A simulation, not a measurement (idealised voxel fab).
process module | voxel ribs on slabs
cross-section cut | 250 nm wide | cells 5 nm
A cross-section is a grid of square cells, given in bands from the top down. A band is one or more rows of cells.
Each band's line starts with the height of the band's top and of its bottom, in nm. Then come its materials from left to right, each with its width in nm. One material with "throughout" fills the band from edge to edge. "air" is empty space.
Height 0 is the level under which the wafer as received is all one material. The lowest band goes on downwards, as in "0 down".
A width such as "30 to 40" changes by the same amount from each row of cells to the next, from the band's top row to its bottom row.
"no change" after a step means that no cell of the cross-section changed.
closed voids: empty space of 8 cells or more with no open way to the top, each as width x height at its distance from the left edge, in nm
after a step's settings: what the simulator itself notes on the step
overlay nm, on a step with a mask: how far to the right of its planned place the mask lay; to the left if negative
plan
1 op RECEIVE | material Si
2 op DIRECTIONAL_DEP | material SiO2 | thk nm 30
3 op DIRECTIONAL_DEP | material SiN | thk nm 15
4 op PATTERN | tone cover | mask id RIB | material resist | width nm 25 | thk nm 15 | overlay nm 0
5 op DIRECTIONAL_ETCH | etch materials SiN | depth nm 5
6 op STRIP | etch materials resist
7 op MASKED_ETCH | tone cover | mask id SLAB | width nm 75 | etch materials SiN | depth nm 10 | overlay nm 0
8 op FILL_DEP | material SiO2 | thk nm 25
9 op CMP | height nm 60
10 op DIRECTIONAL_DEP | material TiN | thk nm 10
11 op DIRECTIONAL_DEP | material aC | thk nm 10
12 op PATTERN | tone cover | mask id HEATER | material resist | width nm 35 | thk nm 30 | overlay nm 0
13 op DIRECTIONAL_ETCH | etch materials aC | depth nm 10
14 op STRIP | etch materials resist
15 op DIRECTIONAL_ETCH | etch materials TiN | depth nm 10
16 op STRIP | etch materials aC
17 op CONFORMAL_DEP | material SiN | thk nm 5
as received, after step 1
  0 down: Si throughout
  closed voids: none
first wafer at the end, as planned
  75 to 70: air 100 | SiN 45 | air 105
  70 to 65: air 100 | SiN 5 | TiN 35 | SiN 5 | air 105
  65 to 60: SiN 105 | TiN 35 | SiN 110
  60 to 45: SiO2 throughout
  45 to 40: SiO2 110 | SiN 25 | SiO2 115
  40 to 30: SiO2 85 | SiN 75 | SiO2 90
  30 to 0: SiO2 throughout
  0 down: Si throughout
  closed voids: none
second wafer at the end: like start, like plan, one mistake
  75 to 70: air 100 | SiN 45 | air 105
  70 to 65: air 100 | SiN 5 | TiN 35 | SiN 5 | air 105
  65 to 60: SiN 105 | TiN 35 | SiN 110
  60 to 15: SiO2 throughout
  15 to 0: SiN throughout
  0 down: Si throughout
  closed voids: none
what went wrong: steps 2 and 3 were swapped
at the end the second wafer has, in cells: 115 more of SiN | 115 fewer of SiO2
